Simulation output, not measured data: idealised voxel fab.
Process module name: voxel capacitor over wiring
Square cells of 5 nm make up the cross-section cut, whose width is 205 nm.
When this document writes out a cross-section, it uses a grid of square cells and lists it as bands, beginning at the top and moving down, with a band standing for one or more rows of cells.
Heights first: top, then bottom, in nm. Then materials, left to right, each with a width in nm. "edge to edge" on a single material: fills the band edge to edge. "blank": empty space.
Heights are measured from 0, the level below which the as-received wafer is all one material; the lowest band has no bottom and continues downward, written as in "from 0 down".
A width given as "30 to 40" starts at the first number in the band's top row and ends at the second number in its bottom row, shifting by an equal amount at every step from row to row.
It should be understood that the words "no change occurred", when stated for a given step, signify that the cross-section underwent no change in any of its cells during that step.
Entry "Internal closed voids" = empty spaces >= 8 cells with no open way to the top; each as width x height at distance, distance from left edge, all nm.
Note: text after step settings on the step line = simulator remark on that step.
overlay nm: step with mask; distance mask lay right of planned place; negative value = left of planned place.

Plan:
- 1: RECEIVE [material Si]
- 2: CONFORMAL_DEP [material SiO2] [thk nm 10]
- 3: CONFORMAL_DEP [material SiN] [thk nm 5]
- 4: DIRECTIONAL_DEP [material lowk] [thk nm 20]
- 5: DIRECTIONAL_DEP [material aC] [thk nm 10]
- 6: PATTERN [tone open] [mask id METAL_1] [material resist] [width nm 20] [pitch nm 70] [thk nm 25] [overlay nm 0]
- 7: DIRECTIONAL_ETCH [etch materials aC] [depth nm 10]
- 8: STRIP [etch materials resist]
- 9: DIRECTIONAL_ETCH [etch materials lowk] [depth nm 20]
- 10: DIRECTIONAL_ETCH [etch materials SiN] [depth nm 5]
- 11: STRIP [etch materials aC]
- 12: CONFORMAL_DEP [material TiN] [thk nm 5]
- 13: FILL_DEP [material Cu] [thk nm 10]
- 14: CMP [height nm 35]
- 15: CONFORMAL_DEP [material SiCN] [thk nm 5]
- 16: DIRECTIONAL_DEP [material SiO2] [thk nm 15]
- 17: DIRECTIONAL_DEP [material aC] [thk nm 15]
- 18: PATTERN [tone open] [mask id PLUG_1] [material resist] [width nm 15] [thk nm 30] [overlay nm 0]
- 19: DIRECTIONAL_ETCH [etch materials aC] [depth nm 15]
- 20: STRIP [etch materials resist]
- 21: DIRECTIONAL_ETCH [etch materials SiO2] [depth nm 15]
- 22: DIRECTIONAL_ETCH [etch materials SiCN] [depth nm 5]
- 23: STRIP [etch materials aC]
- 24: EPI [material Ru] [thk nm 10]
- 25: EPI [material Ru] [thk nm 10]
- 26: DIRECTIONAL_DEP [material TiN] [thk nm 10]
- 27: DIRECTIONAL_DEP [material SiN] [thk nm 5]
- 28: DIRECTIONAL_DEP [material TiN] [thk nm 10]
- 29: DIRECTIONAL_DEP [material aC] [thk nm 15]
- 30: PATTERN [tone cover] [mask id UPPER_PLATE] [material resist] [width nm 55] [thk nm 35] [overlay nm 0]
- 31: DIRECTIONAL_ETCH [etch materials aC] [depth nm 15]
- 32: STRIP [etch materials resist]
- 33: DIRECTIONAL_ETCH [etch materials TiN] [depth nm 10]
- 34: DIRECTIONAL_ETCH [etch materials SiN] [depth nm 5]
- 35: STRIP [etch materials aC]
- 36: MASKED_ETCH [tone cover] [mask id LOWER_PLATE] [width nm 65] [etch materials TiN] [depth nm 10] [overlay nm 0]
- 37: FILL_DEP [material SiO2] [thk nm 20]
- 38: CMP [height nm 95]
- 39: MASKED_ETCH [tone open] [mask id PLUG_2] [width nm 15] [etch materials SiO2] [depth nm 15] [overlay nm 0]
- 40: CONFORMAL_DEP [material TiN] [thk nm 5]
- 41: FILL_DEP [material Cu] [thk nm 5]
- 42: CMP [height nm 95]
- 43: CONFORMAL_DEP [material SiCN] [thk nm 5]

First out of two wafers; run went to plan:

Wafer cross-section on receipt, i.e. after step 1:
- from 0 down | Si edge to edge
- Internal closed voids: none

Sectional view: wafer, after step 2:
- from 10 to 0 | SiO2 edge to edge
- Whatever lies below 0 is exactly as it was before.

Sectional view: wafer, after step 3:
- from 15 to 10 | SiN edge to edge
- Whatever lies below 10 is exactly as it was before.

Sectional view: wafer, after step 4:
- from 35 to 15 | lowk edge to edge
- Whatever lies below 15 is exactly as it was before.

Sectional view: wafer, after step 5:
- from 45 to 35 | aC edge to edge
- Whatever lies below 35 is exactly as it was before.

Sectional view: wafer, after step 6:
- from 70 to 45 | 55 resist; 20 blank; 50 resist; 20 blank; 60 resist
- Whatever lies below 45 is exactly as it was before.

Sectional view: wafer, after step 7:
- from 60 to 45 | 55 resist; 20 blank; 50 resist; 20 blank; 60 resist
- from 45 to 35 | 55 aC; 20 blank; 50 aC; 20 blank; 60 aC
- Whatever lies below 35 is exactly as it was before.

Sectional view: wafer, after step 8:
- from 45 to 35 | 55 aC; 20 blank; 50 aC; 20 blank; 60 aC
- Whatever lies below 35 is exactly as it was before.

Sectional view: wafer, after step 9:
- from 45 to 35 | 55 aC; 20 blank; 50 aC; 20 blank; 60 aC
- from 35 to 15 | 55 lowk; 20 blank; 50 lowk; 20 blank; 60 lowk
- Whatever lies below 15 is exactly as it was before.

Sectional view: wafer, after step 10:
- from 45 to 35 | 55 aC; 20 blank; 50 aC; 20 blank; 60 aC
- from 35 to 15 | 55 lowk; 20 blank; 50 lowk; 20 blank; 60 lowk
- from 15 to 10 | 55 SiN; 20 blank; 50 SiN; 20 blank; 60 SiN
- Whatever lies below 10 is exactly as it was before.

Sectional view: wafer, after step 11:
- from 35 to 15 | 55 lowk; 20 blank; 50 lowk; 20 blank; 60 lowk
- Whatever lies below 15 is exactly as it was before.

Sectional view: wafer, after step 12:
- from 40 to 35 | 60 TiN; 10 blank; 60 TiN; 10 blank; 65 TiN
- from 35 to 15 | 55 lowk; 5 TiN; 10 blank; 5 TiN; 50 lowk; 5 TiN; 10 blank; 5 TiN; 60 lowk
- from 15 to 10 | 55 SiN; 20 TiN; 50 SiN; 20 TiN; 60 SiN
- Whatever lies below 10 is exactly as it was before.

Sectional view: wafer, after step 13:
- from 50 to 40 | Cu edge to edge
- from 40 to 35 | 60 TiN; 10 Cu; 60 TiN; 10 Cu; 65 TiN
- from 35 to 15 | 55 lowk; 5 TiN; 10 Cu; 5 TiN; 50 lowk; 5 TiN; 10 Cu; 5 TiN; 60 lowk
- Whatever lies below 15 is exactly as it was before.

Sectional view: wafer, after step 14:
- from 35 to 15 | 55 lowk; 5 TiN; 10 Cu; 5 TiN; 50 lowk; 5 TiN; 10 Cu; 5 TiN; 60 lowk
- Whatever lies below 15 is exactly as it was before.

Sectional view: wafer, after step 15:
- from 40 to 35 | SiCN edge to edge
- Whatever lies below 35 is exactly as it was before.

Sectional view: wafer, after step 16:
- from 55 to 40 | SiO2 edge to edge
- Whatever lies below 40 is exactly as it was before.

Sectional view: wafer, after step 17:
- from 70 to 55 | aC edge to edge
- Whatever lies below 55 is exactly as it was before.

Sectional view: wafer, after step 18:
- from 100 to 70 | 60 resist; 15 blank; 130 resist
- Whatever lies below 70 is exactly as it was before.

Sectional view: wafer, after step 19:
- from 85 to 70 | 60 resist; 15 blank; 130 resist
- from 70 to 55 | 60 aC; 15 blank; 130 aC
- Whatever lies below 55 is exactly as it was before.

Sectional view: wafer, after step 20:
- from 70 to 55 | 60 aC; 15 blank; 130 aC
- Whatever lies below 55 is exactly as it was before.

Sectional view: wafer, after step 21:
- from 70 to 55 | 60 aC; 15 blank; 130 aC
- from 55 to 40 | 60 SiO2; 15 blank; 130 SiO2
- Whatever lies below 40 is exactly as it was before.

Sectional view: wafer, after step 22:
- from 70 to 55 | 60 aC; 15 blank; 130 aC
- from 55 to 40 | 60 SiO2; 15 blank; 130 SiO2
- from 40 to 35 | 60 SiCN; 15 blank; 130 SiCN
- Whatever lies below 35 is exactly as it was before.

Sectional view: wafer, after step 23:
- from 55 to 40 | 60 SiO2; 15 blank; 130 SiO2
- Whatever lies below 40 is exactly as it was before.

Sectional view: wafer, after step 24:
- from 55 to 45 | 60 SiO2; 15 blank; 130 SiO2
- from 45 to 40 | 60 SiO2; 15 Ru; 130 SiO2
- from 40 to 35 | 60 SiCN; 15 Ru; 130 SiCN
- Whatever lies below 35 is exactly as it was before.

Sectional view: wafer, after step 25:
- from 55 to 40 | 60 SiO2; 15 Ru; 130 SiO2
- Whatever lies below 40 is exactly as it was before.

Sectional view: wafer, after step 26:
- from 65 to 55 | TiN edge to edge
- Whatever lies below 55 is exactly as it was before.

Sectional view: wafer, after step 27:
- from 70 to 65 | SiN edge to edge
- Whatever lies below 65 is exactly as it was before.

Sectional view: wafer, after step 28:
- from 80 to 70 | TiN edge to edge
- Whatever lies below 70 is exactly as it was before.

Sectional view: wafer, after step 29:
- from 95 to 80 | aC edge to edge
- Whatever lies below 80 is exactly as it was before.

Sectional view: wafer, after step 30:
- from 130 to 95 | 60 blank; 55 resist; 90 blank
- Whatever lies below 95 is exactly as it was before.

Sectional view: wafer, after step 31:
- from 115 to 95 | 60 blank; 55 resist; 90 blank
- from 95 to 80 | 60 blank; 55 aC; 90 blank
- Whatever lies below 80 is exactly as it was before.

Sectional view: wafer, after step 32:
- from 95 to 80 | 60 blank; 55 aC; 90 blank
- Whatever lies below 80 is exactly as it was before.

Sectional view: wafer, after step 33:
- from 95 to 80 | 60 blank; 55 aC; 90 blank
- from 80 to 70 | 60 blank; 55 TiN; 90 blank
- Whatever lies below 70 is exactly as it was before.

Sectional view: wafer, after step 34:
- from 95 to 80 | 60 blank; 55 aC; 90 blank
- from 80 to 70 | 60 blank; 55 TiN; 90 blank
- from 70 to 65 | 60 blank; 55 SiN; 90 blank
- Whatever lies below 65 is exactly as it was before.

Sectional view: wafer, after step 35:
- from 80 to 70 | 60 blank; 55 TiN; 90 blank
- Whatever lies below 70 is exactly as it was before.

Sectional view: wafer, after step 36:
- from 80 to 70 | 60 blank; 55 TiN; 90 blank
- from 70 to 65 | 60 blank; 55 SiN; 90 blank
- from 65 to 55 | 55 blank; 65 TiN; 85 blank
- Whatever lies below 55 is exactly as it was before.

Sectional view: wafer, after step 37:
- from 100 to 80 | SiO2 edge to edge
- from 80 to 70 | 60 SiO2; 55 TiN; 90 SiO2
- from 70 to 65 | 60 SiO2; 55 SiN; 90 SiO2
- from 65 to 55 | 55 SiO2; 65 TiN; 85 SiO2
- Whatever lies below 55 is exactly as it was before.

Sectional view: wafer, after step 38:
- from 95 to 80 | SiO2 edge to edge
- Whatever lies below 80 is exactly as it was before.

Sectional view: wafer, after step 39:
- from 95 to 80 | 70 SiO2; 15 blank; 120 SiO2
- Whatever lies below 80 is exactly as it was before.

Sectional view: wafer, after step 40:
- from 100 to 95 | 75 TiN; 5 blank; 125 TiN
- from 95 to 85 | 70 SiO2; 5 TiN; 5 blank; 5 TiN; 120 SiO2
- from 85 to 80 | 70 SiO2; 15 TiN; 120 SiO2
- Whatever lies below 80 is exactly as it was before.

Sectional view: wafer, after step 41:
- from 105 to 100 | Cu edge to edge
- from 100 to 95 | 75 TiN; 5 Cu; 125 TiN
- from 95 to 85 | 70 SiO2; 5 TiN; 5 Cu; 5 TiN; 120 SiO2
- Whatever lies below 85 is exactly as it was before.

Sectional view: wafer, after step 42:
- from 95 to 85 | 70 SiO2; 5 TiN; 5 Cu; 5 TiN; 120 SiO2
- Whatever lies below 85 is exactly as it was before.

Sectional view: wafer, after step 43:
- from 100 to 95 | SiCN edge to edge
- Whatever lies below 95 is exactly as it was before.

Wafer two: like wafer one in start and plan, but with one mistake in execution; identical up to and including step 1:

The second wafer cut through, at the time step 2 was supposed to be finished:
- from 5 to 0 | SiO2 edge to edge
- Whatever lies below 0 is exactly as it was before.

The second wafer cut through, at the time step 3 was supposed to be finished:
- from 10 to 5 | SiN edge to edge
- Whatever lies below 5 is exactly as it was before.

The second wafer cut through, at the time step 4 was supposed to be finished:
- from 30 to 10 | lowk edge to edge
- Whatever lies below 10 is exactly as it was before.

The second wafer cut through, at the time step 5 was supposed to be finished:
- from 40 to 30 | aC edge to edge
- Whatever lies below 30 is exactly as it was before.

The second wafer cut through, at the time step 6 was supposed to be finished:
- from 65 to 40 | 55 resist; 20 blank; 50 resist; 20 blank; 60 resist
- Whatever lies below 40 is exactly as it was before.

The second wafer cut through, at the time step 7 was supposed to be finished:
- from 55 to 40 | 55 resist; 20 blank; 50 resist; 20 blank; 60 resist
- from 40 to 30 | 55 aC; 20 blank; 50 aC; 20 blank; 60 aC
- Whatever lies below 30 is exactly as it was before.

The second wafer cut through, at the time step 8 was supposed to be finished:
- from 40 to 30 | 55 aC; 20 blank; 50 aC; 20 blank; 60 aC
- Whatever lies below 30 is exactly as it was before.

The second wafer cut through, at the time step 9 was supposed to be finished:
- from 40 to 30 | 55 aC; 20 blank; 50 aC; 20 blank; 60 aC
- from 30 to 10 | 55 lowk; 20 blank; 50 lowk; 20 blank; 60 lowk
- Whatever lies below 10 is exactly as it was before.

The second wafer cut through, at the time step 10 was supposed to be finished:
- from 40 to 30 | 55 aC; 20 blank; 50 aC; 20 blank; 60 aC
- from 30 to 10 | 55 lowk; 20 blank; 50 lowk; 20 blank; 60 lowk
- from 10 to 5 | 55 SiN; 20 blank; 50 SiN; 20 blank; 60 SiN
- Whatever lies below 5 is exactly as it was before.

The second wafer cut through, at the time step 11 was supposed to be finished:
- from 30 to 10 | 55 lowk; 20 blank; 50 lowk; 20 blank; 60 lowk
- Whatever lies below 10 is exactly as it was before.

The second wafer cut through, at the time step 12 was supposed to be finished:
- from 35 to 30 | 60 TiN; 10 blank; 60 TiN; 10 blank; 65 TiN
- from 30 to 10 | 55 lowk; 5 TiN; 10 blank; 5 TiN; 50 lowk; 5 TiN; 10 blank; 5 TiN; 60 lowk
- from 10 to 5 | 55 SiN; 20 TiN; 50 SiN; 20 TiN; 60 SiN
- Whatever lies below 5 is exactly as it was before.

The second wafer cut through, at the time step 13 was supposed to be finished:
- from 45 to 35 | Cu edge to edge
- from 35 to 30 | 60 TiN; 10 Cu; 60 TiN; 10 Cu; 65 TiN
- from 30 to 10 | 55 lowk; 5 TiN; 10 Cu; 5 TiN; 50 lowk; 5 TiN; 10 Cu; 5 TiN; 60 lowk
- Whatever lies below 10 is exactly as it was before.

The second wafer cut through, at the time step 14 was supposed to be finished:
- from 35 to 30 | 60 TiN; 10 Cu; 60 TiN; 10 Cu; 65 TiN
- Whatever lies below 30 is exactly as it was before.

The second wafer cut through, at the time step 15 was supposed to be finished:
- from 40 to 35 | SiCN edge to edge
- Whatever lies below 35 is exactly as it was before.

The second wafer cut through, at the time step 16 was supposed to be finished:
- from 55 to 40 | SiO2 edge to edge
- Whatever lies below 40 is exactly as it was before.

The second wafer cut through, at the time step 17 was supposed to be finished:
- from 70 to 55 | aC edge to edge
- Whatever lies below 55 is exactly as it was before.

The second wafer cut through, at the time step 18 was supposed to be finished:
- from 100 to 70 | 60 resist; 15 blank; 130 resist
- Whatever lies below 70 is exactly as it was before.

The second wafer cut through, at the time step 19 was supposed to be finished:
- from 85 to 70 | 60 resist; 15 blank; 130 resist
- from 70 to 55 | 60 aC; 15 blank; 130 aC
- Whatever lies below 55 is exactly as it was before.

The second wafer cut through, at the time step 20 was supposed to be finished:
- from 70 to 55 | 60 aC; 15 blank; 130 aC
- Whatever lies below 55 is exactly as it was before.

The second wafer cut through, at the time step 21 was supposed to be finished:
- from 70 to 55 | 60 aC; 15 blank; 130 aC
- from 55 to 40 | 60 SiO2; 15 blank; 130 SiO2
- Whatever lies below 40 is exactly as it was before.

The second wafer cut through, at the time step 22 was supposed to be finished:
- from 70 to 55 | 60 aC; 15 blank; 130 aC
- from 55 to 40 | 60 SiO2; 15 blank; 130 SiO2
- from 40 to 35 | 60 SiCN; 15 blank; 130 SiCN
- Whatever lies below 35 is exactly as it was before.

The second wafer cut through, at the time step 23 was supposed to be finished:
- from 55 to 40 | 60 SiO2; 15 blank; 130 SiO2
- Whatever lies below 40 is exactly as it was before.

The second wafer cut through, at the time step 24 was supposed to be finished:
- from 55 to 45 | 60 SiO2; 15 blank; 130 SiO2
- from 45 to 40 | 60 SiO2; 15 Ru; 130 SiO2
- from 40 to 35 | 60 SiCN; 15 Ru; 130 SiCN
- Whatever lies below 35 is exactly as it was before.

The second wafer cut through, at the time step 25 was supposed to be finished:
- from 55 to 40 | 60 SiO2; 15 Ru; 130 SiO2
- Whatever lies below 40 is exactly as it was before.

The second wafer cut through, at the time step 26 was supposed to be finished:
- from 65 to 55 | TiN edge to edge
- Whatever lies below 55 is exactly as it was before.

The second wafer cut through, at the time step 27 was supposed to be finished:
- from 70 to 65 | SiN edge to edge
- Whatever lies below 65 is exactly as it was before.

The second wafer cut through, at the time step 28 was supposed to be finished:
- from 80 to 70 | TiN edge to edge
- Whatever lies below 70 is exactly as it was before.

The second wafer cut through, at the time step 29 was supposed to be finished:
- from 95 to 80 | aC edge to edge
- Whatever lies below 80 is exactly as it was before.

The second wafer cut through, at the time step 30 was supposed to be finished:
- from 130 to 95 | 60 blank; 55 resist; 90 blank
- Whatever lies below 95 is exactly as it was before.

The second wafer cut through, at the time step 31 was supposed to be finished:
- from 115 to 95 | 60 blank; 55 resist; 90 blank
- from 95 to 80 | 60 blank; 55 aC; 90 blank
- Whatever lies below 80 is exactly as it was before.

The second wafer cut through, at the time step 32 was supposed to be finished:
- from 95 to 80 | 60 blank; 55 aC; 90 blank
- Whatever lies below 80 is exactly as it was before.

The second wafer cut through, at the time step 33 was supposed to be finished:
- from 95 to 80 | 60 blank; 55 aC; 90 blank
- from 80 to 70 | 60 blank; 55 TiN; 90 blank
- Whatever lies below 70 is exactly as it was before.

The second wafer cut through, at the time step 34 was supposed to be finished:
- from 95 to 80 | 60 blank; 55 aC; 90 blank
- from 80 to 70 | 60 blank; 55 TiN; 90 blank
- from 70 to 65 | 60 blank; 55 SiN; 90 blank
- Whatever lies below 65 is exactly as it was before.

The second wafer cut through, at the time step 35 was supposed to be finished:
- from 80 to 70 | 60 blank; 55 TiN; 90 blank
- Whatever lies below 70 is exactly as it was before.

The second wafer cut through, at the time step 36 was supposed to be finished:
- from 80 to 70 | 60 blank; 55 TiN; 90 blank
- from 70 to 65 | 60 blank; 55 SiN; 90 blank
- from 65 to 55 | 55 blank; 65 TiN; 85 blank
- Whatever lies below 55 is exactly as it was before.

The second wafer cut through, at the time step 37 was supposed to be finished:
- from 100 to 80 | SiO2 edge to edge
- from 80 to 70 | 60 SiO2; 55 TiN; 90 SiO2
- from 70 to 65 | 60 SiO2; 55 SiN; 90 SiO2
- from 65 to 55 | 55 SiO2; 65 TiN; 85 SiO2
- Whatever lies below 55 is exactly as it was before.

The second wafer cut through, at the time step 38 was supposed to be finished:
- from 95 to 80 | SiO2 edge to edge
- Whatever lies below 80 is exactly as it was before.

The second wafer cut through, at the time step 39 was supposed to be finished:
- from 95 to 80 | 70 SiO2; 15 blank; 120 SiO2
- Whatever lies below 80 is exactly as it was before.

The second wafer cut through, at the time step 40 was supposed to be finished:
- from 100 to 95 | 75 TiN; 5 blank; 125 TiN
- from 95 to 85 | 70 SiO2; 5 TiN; 5 blank; 5 TiN; 120 SiO2
- from 85 to 80 | 70 SiO2; 15 TiN; 120 SiO2
- Whatever lies below 80 is exactly as it was before.

The second wafer cut through, at the time step 41 was supposed to be finished:
- from 105 to 100 | Cu edge to edge
- from 100 to 95 | 75 TiN; 5 Cu; 125 TiN
- from 95 to 85 | 70 SiO2; 5 TiN; 5 Cu; 5 TiN; 120 SiO2
- Whatever lies below 85 is exactly as it was before.

The second wafer cut through, at the time step 42 was supposed to be finished:
- from 95 to 85 | 70 SiO2; 5 TiN; 5 Cu; 5 TiN; 120 SiO2
- Whatever lies below 85 is exactly as it was before.

The second wafer cut through, at the time step 43 was supposed to be finished:
- from 100 to 95 | SiCN edge to edge
- Whatever lies below 95 is exactly as it was before.
what went wrong: heads up, step 2 didn't go per plan, it actually ran as CONFORMAL_DEP [material SiO2] [thk nm 5]
The second wafer ends with more or fewer cells of some materials than the first, per final count: +4 Cu, -41 SiO2, +37 TiN
